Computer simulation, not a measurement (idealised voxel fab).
process module | voxel gate over fins
cross-section cut | 155 nm wide | cells 5 nm
A cross-section is a grid of square cells, given in bands from the top down. A band is one or more rows of cells.
Each band's line starts with the height of the band's top and of its bottom, in nm. Then come its materials from left to right, each with its width in nm. One material with "throughout" fills the band from edge to edge. "air" is empty space.
Height 0 is the level under which the wafer as received is all one material. The lowest band goes on downwards, as in "0 down".
A width such as "30 to 40" changes by the same amount from each row of cells to the next, from the band's top row to its bottom row.
"no change" after a step means that no cell of the cross-section changed.
closed voids: empty space of 8 cells or more with no open way to the top, each as width x height at its distance from the left edge, in nm
after a step's settings: what the simulator itself notes on the step
overlay nm, on a step with a mask: how far to the right of its planned place the mask lay; to the left if negative
plan
1 op RECEIVE | material Si
2 op CONFORMAL_DEP | material SiN | thk nm 10
3 op MASKED_ETCH | tone cover | mask id FINS | width nm 15 | pitch nm 55 | etch materials SiN | depth nm 10 | overlay nm 0
4 op MASKED_ETCH | tone cover | mask id FINS | width nm 15 | pitch nm 55 | etch materials Si | depth nm 35 | overlay nm 0
5 op FILL_DEP | material SiO2 | thk nm 15
6 op CMP | height nm 10
7 op DIRECTIONAL_DEP | material aC | thk nm 10
8 op PATTERN | tone open | mask id RAIL | material resist | width nm 15 | thk nm 25 | overlay nm 0
9 op DIRECTIONAL_ETCH | etch materials aC | depth nm 10
10 op STRIP | etch materials resist
11 op DIRECTIONAL_ETCH | etch materials SiO2 | depth nm 40
12 op STRIP | etch materials aC
13 op CONFORMAL_DEP | material TiN | thk nm 5
14 op FILL_DEP | material Ru | thk nm 10
15 op CMP | height nm 10
16 op SELECTIVE_ETCH | etch materials W Ru TiN | depth nm 30
17 op FILL_DEP | material SiO2 | thk nm 5
18 op CMP | height nm 10
19 op SELECTIVE_ETCH | etch materials SiO2 | depth nm 25
20 op STRIP | etch materials SiN
21 op CONFORMAL_DEP | material HfO2 | thk nm 5
22 op CONFORMAL_DEP | material TiN | thk nm 5
23 op CONFORMAL_DEP | material TiAl | thk nm 5
24 op CONFORMAL_DEP | material TiN | thk nm 5
25 op FILL_DEP | material W | thk nm 10
26 op CMP | height nm 25
27 op CONFORMAL_DEP | material SiCN | thk nm 10
first wafer, as planned
as received, after step 1
  0 down: Si throughout
  closed voids: none
after step 2
  10 to 0: SiN throughout
  below 0: unchanged
after step 3
  10 to 0: air 15 | SiN 15 | air 40 | SiN 15 | air 40 | SiN 15 | air 15
  below 0: unchanged
after step 4
  10 to 0: air 15 | SiN 15 | air 40 | SiN 15 | air 40 | SiN 15 | air 15
  0 to -35: air 15 | Si 15 | air 40 | Si 15 | air 40 | Si 15 | air 15
  below -35: unchanged
after step 5
  25 to 10: SiO2 throughout
  10 to 0: SiO2 15 | SiN 15 | SiO2 40 | SiN 15 | SiO2 40 | SiN 15 | SiO2 15
  0 to -35: SiO2 15 | Si 15 | SiO2 40 | Si 15 | SiO2 40 | Si 15 | SiO2 15
  below -35: unchanged
after step 6
  10 to 0: SiO2 15 | SiN 15 | SiO2 40 | SiN 15 | SiO2 40 | SiN 15 | SiO2 15
  below 0: unchanged
after step 7
  20 to 10: aC throughout
  below 10: unchanged
after step 8
  45 to 20: resist 40 | air 15 | resist 100
  below 20: unchanged
after step 9
  35 to 20: resist 40 | air 15 | resist 100
  20 to 10: aC 40 | air 15 | aC 100
  below 10: unchanged
after step 10
  20 to 10: aC 40 | air 15 | aC 100
  below 10: unchanged
after step 11
  20 to 10: aC 40 | air 15 | aC 100
  10 to 0: SiO2 15 | SiN 15 | SiO2 10 | air 15 | SiO2 15 | SiN 15 | SiO2 40 | SiN 15 | SiO2 15
  0 to -30: SiO2 15 | Si 15 | SiO2 10 | air 15 | SiO2 15 | Si 15 | SiO2 40 | Si 15 | SiO2 15
  below -30: unchanged
after step 12
  10 to 0: SiO2 15 | SiN 15 | SiO2 10 | air 15 | SiO2 15 | SiN 15 | SiO2 40 | SiN 15 | SiO2 15
  below 0: unchanged
after step 13
  15 to 10: TiN 45 | air 5 | TiN 105
  10 to 0: SiO2 15 | SiN 15 | SiO2 10 | TiN 5 | air 5 | TiN 5 | SiO2 15 | SiN 15 | SiO2 40 | SiN 15 | SiO2 15
  0 to -25: SiO2 15 | Si 15 | SiO2 10 | TiN 5 | air 5 | TiN 5 | SiO2 15 | Si 15 | SiO2 40 | Si 15 | SiO2 15
  -25 to -30: SiO2 15 | Si 15 | SiO2 10 | TiN 15 | SiO2 15 | Si 15 | SiO2 40 | Si 15 | SiO2 15
  below -30: unchanged
after step 14
  25 to 15: Ru throughout
  15 to 10: TiN 45 | Ru 5 | TiN 105
  10 to 0: SiO2 15 | SiN 15 | SiO2 10 | TiN 5 | Ru 5 | TiN 5 | SiO2 15 | SiN 15 | SiO2 40 | SiN 15 | SiO2 15
  0 to -25: SiO2 15 | Si 15 | SiO2 10 | TiN 5 | Ru 5 | TiN 5 | SiO2 15 | Si 15 | SiO2 40 | Si 15 | SiO2 15
  below -25: unchanged
after step 15
  10 to 0: SiO2 15 | SiN 15 | SiO2 10 | TiN 5 | Ru 5 | TiN 5 | SiO2 15 | SiN 15 | SiO2 40 | SiN 15 | SiO2 15
  below 0: unchanged
after step 16
  10 to 0: SiO2 15 | SiN 15 | SiO2 10 | air 15 | SiO2 15 | SiN 15 | SiO2 40 | SiN 15 | SiO2 15
  0 to -20: SiO2 15 | Si 15 | SiO2 10 | air 15 | SiO2 15 | Si 15 | SiO2 40 | Si 15 | SiO2 15
  below -20: unchanged
after step 17
  15 to 10: SiO2 throughout
  10 to 0: SiO2 15 | SiN 15 | SiO2 40 | SiN 15 | SiO2 40 | SiN 15 | SiO2 15
  0 to -20: SiO2 15 | Si 15 | SiO2 40 | Si 15 | SiO2 40 | Si 15 | SiO2 15
  below -20: unchanged
after step 18
  10 to 0: SiO2 15 | SiN 15 | SiO2 40 | SiN 15 | SiO2 40 | SiN 15 | SiO2 15
  below 0: unchanged
after step 19
  10 to 0: air 15 | SiN 15 | air 40 | SiN 15 | air 40 | SiN 15 | air 15
  0 to -15: air 15 | Si 15 | air 40 | Si 15 | air 40 | Si 15 | air 15
  below -15: unchanged
after step 20
  0 to -15: air 15 | Si 15 | air 40 | Si 15 | air 40 | Si 15 | air 15
  below -15: unchanged
after step 21
  5 to 0: air 10 | HfO2 25 | air 30 | HfO2 25 | air 30 | HfO2 25 | air 10
  0 to -10: air 10 | HfO2 5 | Si 15 | HfO2 5 | air 30 | HfO2 5 | Si 15 | HfO2 5 | air 30 | HfO2 5 | Si 15 | HfO2 5 | air 10
  -10 to -15: HfO2 15 | Si 15 | HfO2 40 | Si 15 | HfO2 40 | Si 15 | HfO2 15
  below -15: unchanged
after step 22
  10 to 5: air 5 | TiN 35 | air 20 | TiN 35 | air 20 | TiN 35 | air 5
  5 to 0: air 5 | TiN 5 | HfO2 25 | TiN 5 | air 20 | TiN 5 | HfO2 25 | TiN 5 | air 20 | TiN 5 | HfO2 25 | TiN 5 | air 5
  0 to -5: air 5 | TiN 5 | HfO2 5 | Si 15 | HfO2 5 | TiN 5 | air 20 | TiN 5 | HfO2 5 | Si 15 | HfO2 5 | TiN 5 | air 20 | TiN 5 | HfO2 5 | Si 15 | HfO2 5 | TiN 5 | air 5
  -5 to -10: TiN 10 | HfO2 5 | Si 15 | HfO2 5 | TiN 30 | HfO2 5 | Si 15 | HfO2 5 | TiN 30 | HfO2 5 | Si 15 | HfO2 5 | TiN 10
  below -10: unchanged
after step 23
  15 to 10: TiAl 45 | air 10 | TiAl 45 | air 10 | TiAl 45
  10 to 5: TiAl 5 | TiN 35 | TiAl 5 | air 10 | TiAl 5 | TiN 35 | TiAl 5 | air 10 | TiAl 5 | TiN 35 | TiAl 5
  5 to 0: TiAl 5 | TiN 5 | HfO2 25 | TiN 5 | TiAl 5 | air 10 | TiAl 5 | TiN 5 | HfO2 25 | TiN 5 | TiAl 5 | air 10 | TiAl 5 | TiN 5 | HfO2 25 | TiN 5 | TiAl 5
  0 to -5: TiAl 5 | TiN 5 | HfO2 5 | Si 15 | HfO2 5 | TiN 5 | TiAl 20 | TiN 5 | HfO2 5 | Si 15 | HfO2 5 | TiN 5 | TiAl 20 | TiN 5 | HfO2 5 | Si 15 | HfO2 5 | TiN 5 | TiAl 5
  below -5: unchanged
after step 24
  20 to 15: TiN throughout
  15 to 10: TiAl 45 | TiN 10 | TiAl 45 | TiN 10 | TiAl 45
  10 to 5: TiAl 5 | TiN 35 | TiAl 5 | TiN 10 | TiAl 5 | TiN 35 | TiAl 5 | TiN 10 | TiAl 5 | TiN 35 | TiAl 5
  5 to 0: TiAl 5 | TiN 5 | HfO2 25 | TiN 5 | TiAl 5 | TiN 10 | TiAl 5 | TiN 5 | HfO2 25 | TiN 5 | TiAl 5 | TiN 10 | TiAl 5 | TiN 5 | HfO2 25 | TiN 5 | TiAl 5
  below 0: unchanged
after step 25
  30 to 20: W throughout
  below 20: unchanged
after step 26
  25 to 20: W throughout
  below 20: unchanged
after step 27
  35 to 25: SiCN throughout
  below 25: unchanged
second wafer: like start, like plan, one mistake. Through step 7 it matches the first wafer
when step 8 should have ended
  45 to 20: resist 45 | air 15 | resist 95
  below 20: unchanged
when step 9 should have ended
  35 to 20: resist 45 | air 15 | resist 95
  20 to 10: aC 45 | air 15 | aC 95
  below 10: unchanged
when step 10 should have ended
  20 to 10: aC 45 | air 15 | aC 95
  below 10: unchanged
when step 11 should have ended
  20 to 10: aC 45 | air 15 | aC 95
  10 to 0: SiO2 15 | SiN 15 | SiO2 15 | air 15 | SiO2 10 | SiN 15 | SiO2 40 | SiN 15 | SiO2 15
  0 to -30: SiO2 15 | Si 15 | SiO2 15 | air 15 | SiO2 10 | Si 15 | SiO2 40 | Si 15 | SiO2 15
  below -30: unchanged
when step 12 should have ended
  10 to 0: SiO2 15 | SiN 15 | SiO2 15 | air 15 | SiO2 10 | SiN 15 | SiO2 40 | SiN 15 | SiO2 15
  below 0: unchanged
when step 13 should have ended
  15 to 10: TiN 50 | air 5 | TiN 100
  10 to 0: SiO2 15 | SiN 15 | SiO2 15 | TiN 5 | air 5 | TiN 5 | SiO2 10 | SiN 15 | SiO2 40 | SiN 15 | SiO2 15
  0 to -25: SiO2 15 | Si 15 | SiO2 15 | TiN 5 | air 5 | TiN 5 | SiO2 10 | Si 15 | SiO2 40 | Si 15 | SiO2 15
  -25 to -30: SiO2 15 | Si 15 | SiO2 15 | TiN 15 | SiO2 10 | Si 15 | SiO2 40 | Si 15 | SiO2 15
  below -30: unchanged
when step 14 should have ended
  25 to 15: Ru throughout
  15 to 10: TiN 50 | Ru 5 | TiN 100
  10 to 0: SiO2 15 | SiN 15 | SiO2 15 | TiN 5 | Ru 5 | TiN 5 | SiO2 10 | SiN 15 | SiO2 40 | SiN 15 | SiO2 15
  0 to -25: SiO2 15 | Si 15 | SiO2 15 | TiN 5 | Ru 5 | TiN 5 | SiO2 10 | Si 15 | SiO2 40 | Si 15 | SiO2 15
  below -25: unchanged
when step 15 should have ended
  10 to 0: SiO2 15 | SiN 15 | SiO2 15 | TiN 5 | Ru 5 | TiN 5 | SiO2 10 | SiN 15 | SiO2 40 | SiN 15 | SiO2 15
  below 0: unchanged
when step 16 should have ended
  10 to 0: SiO2 15 | SiN 15 | SiO2 15 | air 15 | SiO2 10 | SiN 15 | SiO2 40 | SiN 15 | SiO2 15
  0 to -20: SiO2 15 | Si 15 | SiO2 15 | air 15 | SiO2 10 | Si 15 | SiO2 40 | Si 15 | SiO2 15
  below -20: unchanged
when step 17 should have ended
  15 to 10: SiO2 throughout
  10 to 0: SiO2 15 | SiN 15 | SiO2 40 | SiN 15 | SiO2 40 | SiN 15 | SiO2 15
  0 to -20: SiO2 15 | Si 15 | SiO2 40 | Si 15 | SiO2 40 | Si 15 | SiO2 15
  below -20: unchanged
when step 18 should have ended
  10 to 0: SiO2 15 | SiN 15 | SiO2 40 | SiN 15 | SiO2 40 | SiN 15 | SiO2 15
  below 0: unchanged
when step 19 should have ended
  10 to 0: air 15 | SiN 15 | air 40 | SiN 15 | air 40 | SiN 15 | air 15
  0 to -15: air 15 | Si 15 | air 40 | Si 15 | air 40 | Si 15 | air 15
  below -15: unchanged
when step 20 should have ended
  0 to -15: air 15 | Si 15 | air 40 | Si 15 | air 40 | Si 15 | air 15
  below -15: unchanged
when step 21 should have ended
  5 to 0: air 10 | HfO2 25 | air 30 | HfO2 25 | air 30 | HfO2 25 | air 10
  0 to -10: air 10 | HfO2 5 | Si 15 | HfO2 5 | air 30 | HfO2 5 | Si 15 | HfO2 5 | air 30 | HfO2 5 | Si 15 | HfO2 5 | air 10
  -10 to -15: HfO2 15 | Si 15 | HfO2 40 | Si 15 | HfO2 40 | Si 15 | HfO2 15
  below -15: unchanged
when step 22 should have ended
  10 to 5: air 5 | TiN 35 | air 20 | TiN 35 | air 20 | TiN 35 | air 5
  5 to 0: air 5 | TiN 5 | HfO2 25 | TiN 5 | air 20 | TiN 5 | HfO2 25 | TiN 5 | air 20 | TiN 5 | HfO2 25 | TiN 5 | air 5
  0 to -5: air 5 | TiN 5 | HfO2 5 | Si 15 | HfO2 5 | TiN 5 | air 20 | TiN 5 | HfO2 5 | Si 15 | HfO2 5 | TiN 5 | air 20 | TiN 5 | HfO2 5 | Si 15 | HfO2 5 | TiN 5 | air 5
  -5 to -10: TiN 10 | HfO2 5 | Si 15 | HfO2 5 | TiN 30 | HfO2 5 | Si 15 | HfO2 5 | TiN 30 | HfO2 5 | Si 15 | HfO2 5 | TiN 10
  below -10: unchanged
when step 23 should have ended
  15 to 10: TiAl 45 | air 10 | TiAl 45 | air 10 | TiAl 45
  10 to 5: TiAl 5 | TiN 35 | TiAl 5 | air 10 | TiAl 5 | TiN 35 | TiAl 5 | air 10 | TiAl 5 | TiN 35 | TiAl 5
  5 to 0: TiAl 5 | TiN 5 | HfO2 25 | TiN 5 | TiAl 5 | air 10 | TiAl 5 | TiN 5 | HfO2 25 | TiN 5 | TiAl 5 | air 10 | TiAl 5 | TiN 5 | HfO2 25 | TiN 5 | TiAl 5
  0 to -5: TiAl 5 | TiN 5 | HfO2 5 | Si 15 | HfO2 5 | TiN 5 | TiAl 20 | TiN 5 | HfO2 5 | Si 15 | HfO2 5 | TiN 5 | TiAl 20 | TiN 5 | HfO2 5 | Si 15 | HfO2 5 | TiN 5 | TiAl 5
  below -5: unchanged
when step 24 should have ended
  20 to 15: TiN throughout
  15 to 10: TiAl 45 | TiN 10 | TiAl 45 | TiN 10 | TiAl 45
  10 to 5: TiAl 5 | TiN 35 | TiAl 5 | TiN 10 | TiAl 5 | TiN 35 | TiAl 5 | TiN 10 | TiAl 5 | TiN 35 | TiAl 5
  5 to 0: TiAl 5 | TiN 5 | HfO2 25 | TiN 5 | TiAl 5 | TiN 10 | TiAl 5 | TiN 5 | HfO2 25 | TiN 5 | TiAl 5 | TiN 10 | TiAl 5 | TiN 5 | HfO2 25 | TiN 5 | TiAl 5
  below 0: unchanged
when step 25 should have ended
  30 to 20: W throughout
  below 20: unchanged
when step 26 should have ended
  25 to 20: W throughout
  below 20: unchanged
when step 27 should have ended
  35 to 25: SiCN throughout
  below 25: unchanged
what went wrong: step 8 ran as: op PATTERN | tone open | mask id RAIL | material resist | width nm 15 | thk nm 25 | overlay nm 5
at the end the second wafer has, in cells: as many of each material as the first, in other places
